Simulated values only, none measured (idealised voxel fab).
voxel trench capacitor: a process module
In the cross-section labelled cut, the width is 260 nm and each square cell is 5 nm.
Just so we're on the same page, the cross-sections are grids of square cells, and they're listed out in bands top to bottom, each band one or more rows deep.
The band entry comprises the height of the band's top followed by the height of its bottom, expressed in nm, and subsequently the band's materials from left to right, each stated together with its width in nm. Where a single material is marked with the word "edge to edge", that material fills the band from edge to edge. The word "air" represents empty space.
Height reference: 0 = level under which incoming wafer is all one material. Lowest band: no bottom, runs on downward, e.g. "0 nm and below".
The two numbers in a width such as "30 to 40" mark its ends across the band: the first belongs to the top row of cells, the second to the bottom row, and from each row to the next the width moves by the same amount.
"stayed the same" (step): cross-section cells unchanged, all of them.
"Listed closed voids" means: voids of 8 cells or more that are shut off from the top with no open way through. Written width x height at distance, distance from the left edge, in nm.
Past the settings on a step's line: simulator remark, on that step.
overlay nm: for a step with a mask, the amount by which the mask lay right of where it was planned; a negative amount means left of it.

The planned process steps are enumerated hereunder
1) RECEIVE: material Si
2) CONFORMAL_DEP: material SiN, thk nm 5
3) MASKED_ETCH: tone open, mask id TRENCH, width nm 15, pitch nm 40, etch materials SiN, depth nm 5, overlay nm 0
4) MASKED_ETCH: tone open, mask id TRENCH, width nm 15, pitch nm 40, etch materials Si, depth nm 40, overlay nm 0
5) CONFORMAL_DEP: material Al2O3, thk nm 5
6) FILL_DEP: material polySi, thk nm 5
7) CMP: height nm 5

As-received state of the wafer in cross-section, equivalent to post-step 1
0 nm and below  Si edge to edge
Listed closed voids: none

Here's the cross-section of the first of our two wafers at the end of the module - it ran as planned
5 nm to 0 nm  SiN: 100, then Al2O3: 5, then polySi: 5, then Al2O3: 5, then SiN: 25, then Al2O3: 5, then polySi: 5, then Al2O3: 5, then SiN: 105
0 nm to -35 nm  Si: 100, then Al2O3: 5, then polySi: 5, then Al2O3: 5, then Si: 25, then Al2O3: 5, then polySi: 5, then Al2O3: 5, then Si: 105
-35 nm to -40 nm  Si: 100, then Al2O3: 15, then Si: 25, then Al2O3: 15, then Si: 105
-40 nm and below  Si edge to edge
Listed closed voids: none

End of module, second wafer, cross-section. Started like the first, planned like the first, run with one mistake
5 nm to 0 nm  SiN: 100, then Al2O3: 5, then polySi: 5, then Al2O3: 5, then SiN: 25, then Al2O3: 5, then polySi: 5, then Al2O3: 5, then SiN: 105
0 nm to -30 nm  Si: 100, then Al2O3: 5, then polySi: 5, then Al2O3: 5, then Si: 25, then Al2O3: 5, then polySi: 5, then Al2O3: 5, then Si: 105
-30 nm to -35 nm  Si: 100, then Al2O3: 15, then Si: 25, then Al2O3: 15, then Si: 105
-35 nm and below  Si edge to edge
Listed closed voids: none
What was the processing mistake? it should be noted that step 4 was executed with settings other than those planned, the operation and settings actually applied being MASKED_ETCH: tone open, mask id TRENCH, width nm 15, pitch nm 40, etch materials Si, depth nm 35, overlay nm 0
The closing comparison, in cells, has the second wafer with more or fewer of some materials than the first: -4 Al2O3, +6 Si, -2 polySi
